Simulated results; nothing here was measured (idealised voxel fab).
Name of the process module below: voxel self aligned vias
FYI the section here is cut, 240 nm wide, cells are 5 nm squares.
Reading order for cross-sections: top band down to bottom band. Underlying form: a grid of square cells. Band size: one or more rows of cells. It is stipulated that each band's entry specify, in nanometres, the height of the top of the band and then that of its bottom, followed by the materials of the band in left-to-right sequence, each together with its width in nanometres. A single material marked by the word "full width" is understood to fill the band from edge to edge; the word "empty" is understood to denote empty space. Below 0: as-received wafer, all one material; heights counted from there. Lowest band: no bottom, goes on down, written "top 0, no bottom". When a width is written as two numbers, as in "30 to 40", the first number is the width in the top row of cells of the band and the second is the width in its bottom row, and the width changes by the same amount from each row to the next. Basically "no alterations made" means that step didn't change any cell in the cross-section. In "Unvented cavities" the enclosed voids are listed, meaning empty spaces of 8 cells or larger without any opening to the top. The form is width x height at distance, distance from the left edge, units nm. On each step's line, the part that comes after the settings is the simulator's own comment on the step. Regarding "overlay nm": on a step with a mask, it is the distance the mask lay to the right of its planned place; a negative value places it to the left.

# The following list gives the planned process steps
1) RECEIVE (material Si)
2) CONFORMAL_DEP (material SiO2; thk nm 15)
3) CONFORMAL_DEP (material SiCN; thk nm 5)
4) DIRECTIONAL_DEP (material lowk; thk nm 25)
5) MASKED_ETCH (tone open; mask id LINES; width nm 30; pitch nm 65; etch materials lowk; depth nm 25; overlay nm 0)
6) CONFORMAL_DEP (material TiN; thk nm 5)
7) FILL_DEP (material W; thk nm 10)
8) CMP (height nm 45)
9) SELECTIVE_ETCH (etch materials W Ru TiN; depth nm 10)
10) FILL_DEP (material SiN; thk nm 5)
11) CMP (height nm 45)
12) DIRECTIONAL_DEP (material lowk; thk nm 20)
13) PATTERN (tone open; mask id VIAS; material resist; width nm 40; pitch nm 65; thk nm 15; overlay nm 0)
14) DIRECTIONAL_ETCH (etch materials lowk; depth nm 20)
15) DIRECTIONAL_ETCH (etch materials SiN; depth nm 10)
16) STRIP (etch materials resist)
17) CONFORMAL_DEP (material TiN; thk nm 5)
18) FILL_DEP (material Cu; thk nm 5)
19) CMP (height nm 65)
20) CONFORMAL_DEP (material SiCN; thk nm 5)

# First wafer of two (run as planned)

# Wafer at receipt (post step 1), cross-section
    top 0, no bottom  Si full width
    Unvented cavities: none

# Cross-sectional representation of the wafer at the conclusion of step 2
    top 15, bottom 0  SiO2 full width
    Below a height of 0, the structure has not been altered.

# Cross-sectional representation of the wafer at the conclusion of step 3
    top 20, bottom 15  SiCN full width
    Below a height of 15, the structure has not been altered.

# Cross-sectional representation of the wafer at the conclusion of step 4
    top 45, bottom 20  lowk full width
    Below a height of 20, the structure has not been altered.

# Cross-sectional representation of the wafer at the conclusion of step 5
    top 45, bottom 20  lowk 40; empty 30; lowk 35; empty 30; lowk 35; empty 30; lowk 40
    Below a height of 20, the structure has not been altered.

# Cross-sectional representation of the wafer at the conclusion of step 6
    top 50, bottom 45  TiN 45; empty 20; TiN 45; empty 20; TiN 45; empty 20; TiN 45
    top 45, bottom 25  lowk 40; TiN 5; empty 20; TiN 5; lowk 35; TiN 5; empty 20; TiN 5; lowk 35; TiN 5; empty 20; TiN 5; lowk 40
    top 25, bottom 20  lowk 40; TiN 30; lowk 35; TiN 30; lowk 35; TiN 30; lowk 40
    Below a height of 20, the structure has not been altered.

# Cross-sectional representation of the wafer at the conclusion of step 7
    top 60, bottom 50  W full width
    top 50, bottom 45  TiN 45; W 20; TiN 45; W 20; TiN 45; W 20; TiN 45
    top 45, bottom 25  lowk 40; TiN 5; W 20; TiN 5; lowk 35; TiN 5; W 20; TiN 5; lowk 35; TiN 5; W 20; TiN 5; lowk 40
    Below a height of 25, the structure has not been altered.

# Cross-sectional representation of the wafer at the conclusion of step 8
    top 45, bottom 25  lowk 40; TiN 5; W 20; TiN 5; lowk 35; TiN 5; W 20; TiN 5; lowk 35; TiN 5; W 20; TiN 5; lowk 40
    Below a height of 25, the structure has not been altered.

# Cross-sectional representation of the wafer at the conclusion of step 9
    top 45, bottom 35  lowk 40; empty 30; lowk 35; empty 30; lowk 35; empty 30; lowk 40
    Below a height of 35, the structure has not been altered.

# Cross-sectional representation of the wafer at the conclusion of step 10
    top 50, bottom 45  SiN full width
    top 45, bottom 35  lowk 40; SiN 30; lowk 35; SiN 30; lowk 35; SiN 30; lowk 40
    Below a height of 35, the structure has not been altered.

# Cross-sectional representation of the wafer at the conclusion of step 11
    top 45, bottom 35  lowk 40; SiN 30; lowk 35; SiN 30; lowk 35; SiN 30; lowk 40
    Below a height of 35, the structure has not been altered.

# Cross-sectional representation of the wafer at the conclusion of step 12
    top 65, bottom 45  lowk full width
    Below a height of 45, the structure has not been altered.

# Cross-sectional representation of the wafer at the conclusion of step 13
    top 80, bottom 65  resist 35; empty 40; resist 25; empty 40; resist 25; empty 40; resist 35
    Below a height of 65, the structure has not been altered.

# Cross-sectional representation of the wafer at the conclusion of step 14
    top 80, bottom 65  resist 35; empty 40; resist 25; empty 40; resist 25; empty 40; resist 35
    top 65, bottom 45  lowk 35; empty 40; lowk 25; empty 40; lowk 25; empty 40; lowk 35
    Below a height of 45, the structure has not been altered.

# Cross-sectional representation of the wafer at the conclusion of step 15
    top 80, bottom 65  resist 35; empty 40; resist 25; empty 40; resist 25; empty 40; resist 35
    top 65, bottom 45  lowk 35; empty 40; lowk 25; empty 40; lowk 25; empty 40; lowk 35
    top 45, bottom 35  lowk 40; empty 30; lowk 35; empty 30; lowk 35; empty 30; lowk 40
    Below a height of 35, the structure has not been altered.

# Cross-sectional representation of the wafer at the conclusion of step 16
    top 65, bottom 45  lowk 35; empty 40; lowk 25; empty 40; lowk 25; empty 40; lowk 35
    Below a height of 45, the structure has not been altered.

# Cross-sectional representation of the wafer at the conclusion of step 17
    top 70, bottom 65  TiN 40; empty 30; TiN 35; empty 30; TiN 35; empty 30; TiN 40
    top 65, bottom 50  lowk 35; TiN 5; empty 30; TiN 5; lowk 25; TiN 5; empty 30; TiN 5; lowk 25; TiN 5; empty 30; TiN 5; lowk 35
    top 50, bottom 40  lowk 35 to 40; TiN 10 to 5; empty 20; TiN 10 to 5; lowk 25 to 35; TiN 10 to 5; empty 20; TiN 10 to 5; lowk 25 to 35; TiN 10 to 5; empty 20; TiN 10 to 5; lowk 35 to 40
    top 40, bottom 35  lowk 40; TiN 30; lowk 35; TiN 30; lowk 35; TiN 30; lowk 40
    Below a height of 35, the structure has not been altered.

# Cross-sectional representation of the wafer at the conclusion of step 18
    top 75, bottom 70  Cu full width
    top 70, bottom 65  TiN 40; Cu 30; TiN 35; Cu 30; TiN 35; Cu 30; TiN 40
    top 65, bottom 50  lowk 35; TiN 5; Cu 30; TiN 5; lowk 25; TiN 5; Cu 30; TiN 5; lowk 25; TiN 5; Cu 30; TiN 5; lowk 35
    top 50, bottom 40  lowk 35 to 40; TiN 10 to 5; Cu 20; TiN 10 to 5; lowk 25 to 35; TiN 10 to 5; Cu 20; TiN 10 to 5; lowk 25 to 35; TiN 10 to 5; Cu 20; TiN 10 to 5; lowk 35 to 40
    Below a height of 40, the structure has not been altered.

# Cross-sectional representation of the wafer at the conclusion of step 19
    top 65, bottom 50  lowk 35; TiN 5; Cu 30; TiN 5; lowk 25; TiN 5; Cu 30; TiN 5; lowk 25; TiN 5; Cu 30; TiN 5; lowk 35
    Below a height of 50, the structure has not been altered.

# Cross-sectional representation of the wafer at the conclusion of step 20
    top 70, bottom 65  SiCN full width
    Below a height of 65, the structure has not been altered.

# What follows concerns the second wafer, which started out like the first and was meant to follow the very same plan; one mistake crept in when it was run, but everything up to and including step 2 is the same as for the first wafer

Second wafer, cross-section, planned end of step 3: no alterations made

# Second wafer, cross-section, planned end of step 4
    top 40, bottom 15  lowk full width
    Below a height of 15, the structure has not been altered.

# Second wafer, cross-section, planned end of step 5
    top 40, bottom 15  lowk 40; empty 30; lowk 35; empty 30; lowk 35; empty 30; lowk 40
    Below a height of 15, the structure has not been altered.

# Second wafer, cross-section, planned end of step 6
    top 45, bottom 40  TiN 45; empty 20; TiN 45; empty 20; TiN 45; empty 20; TiN 45
    top 40, bottom 20  lowk 40; TiN 5; empty 20; TiN 5; lowk 35; TiN 5; empty 20; TiN 5; lowk 35; TiN 5; empty 20; TiN 5; lowk 40
    top 20, bottom 15  lowk 40; TiN 30; lowk 35; TiN 30; lowk 35; TiN 30; lowk 40
    Below a height of 15, the structure has not been altered.

# Second wafer, cross-section, planned end of step 7
    top 55, bottom 45  W full width
    top 45, bottom 40  TiN 45; W 20; TiN 45; W 20; TiN 45; W 20; TiN 45
    top 40, bottom 20  lowk 40; TiN 5; W 20; TiN 5; lowk 35; TiN 5; W 20; TiN 5; lowk 35; TiN 5; W 20; TiN 5; lowk 40
    Below a height of 20, the structure has not been altered.

# Second wafer, cross-section, planned end of step 8
    top 45, bottom 40  TiN 45; W 20; TiN 45; W 20; TiN 45; W 20; TiN 45
    Below a height of 40, the structure has not been altered.

# Second wafer, cross-section, planned end of step 9
    top 40, bottom 35  lowk 40; empty 30; lowk 35; empty 30; lowk 35; empty 30; lowk 40
    Below a height of 35, the structure has not been altered.

# Second wafer, cross-section, planned end of step 10
    top 45, bottom 40  SiN full width
    top 40, bottom 35  lowk 40; SiN 30; lowk 35; SiN 30; lowk 35; SiN 30; lowk 40
    Below a height of 35, the structure has not been altered.

Second wafer, cross-section, planned end of step 11: no alterations made

# Second wafer, cross-section, planned end of step 12
    top 65, bottom 45  lowk full width
    Below a height of 45, the structure has not been altered.

# Second wafer, cross-section, planned end of step 13
    top 80, bottom 65  resist 35; empty 40; resist 25; empty 40; resist 25; empty 40; resist 35
    Below a height of 65, the structure has not been altered.

# Second wafer, cross-section, planned end of step 14
    top 80, bottom 65  resist 35; empty 40; resist 25; empty 40; resist 25; empty 40; resist 35
    top 65, bottom 45  lowk 35; empty 40; lowk 25; empty 40; lowk 25; empty 40; lowk 35
    Below a height of 45, the structure has not been altered.

# Second wafer, cross-section, planned end of step 15
    top 80, bottom 65  resist 35; empty 40; resist 25; empty 40; resist 25; empty 40; resist 35
    top 65, bottom 45  lowk 35; empty 40; lowk 25; empty 40; lowk 25; empty 40; lowk 35
    top 45, bottom 40  SiN 35; empty 40; SiN 25; empty 40; SiN 25; empty 40; SiN 35
    top 40, bottom 35  lowk 40; empty 30; lowk 35; empty 30; lowk 35; empty 30; lowk 40
    Below a height of 35, the structure has not been altered.

# Second wafer, cross-section, planned end of step 16
    top 65, bottom 45  lowk 35; empty 40; lowk 25; empty 40; lowk 25; empty 40; lowk 35
    Below a height of 45, the structure has not been altered.

# Second wafer, cross-section, planned end of step 17
    top 70, bottom 65  TiN 40; empty 30; TiN 35; empty 30; TiN 35; empty 30; TiN 40
    top 65, bottom 45  lowk 35; TiN 5; empty 30; TiN 5; lowk 25; TiN 5; empty 30; TiN 5; lowk 25; TiN 5; empty 30; TiN 5; lowk 35
    top 45, bottom 40  SiN 35; TiN 10; empty 20; TiN 10; SiN 25; TiN 10; empty 20; TiN 10; SiN 25; TiN 10; empty 20; TiN 10; SiN 35
    top 40, bottom 35  lowk 40; TiN 30; lowk 35; TiN 30; lowk 35; TiN 30; lowk 40
    Below a height of 35, the structure has not been altered.

# Second wafer, cross-section, planned end of step 18
    top 75, bottom 70  Cu full width
    top 70, bottom 65  TiN 40; Cu 30; TiN 35; Cu 30; TiN 35; Cu 30; TiN 40
    top 65, bottom 45  lowk 35; TiN 5; Cu 30; TiN 5; lowk 25; TiN 5; Cu 30; TiN 5; lowk 25; TiN 5; Cu 30; TiN 5; lowk 35
    top 45, bottom 40  SiN 35; TiN 10; Cu 20; TiN 10; SiN 25; TiN 10; Cu 20; TiN 10; SiN 25; TiN 10; Cu 20; TiN 10; SiN 35
    Below a height of 40, the structure has not been altered.

# Second wafer, cross-section, planned end of step 19
    top 65, bottom 45  lowk 35; TiN 5; Cu 30; TiN 5; lowk 25; TiN 5; Cu 30; TiN 5; lowk 25; TiN 5; Cu 30; TiN 5; lowk 35
    Below a height of 45, the structure has not been altered.

# Second wafer, cross-section, planned end of step 20
    top 70, bottom 65  SiCN full width
    Below a height of 65, the structure has not been altered.
Error vs. plan: the plan's step 3 went unexecuted, having been skipped
At the finish, the second wafer shows more or fewer cells for some materials than the first does: +6 Cu; -48 SiCN; +24 SiN; +6 TiN; +12 W
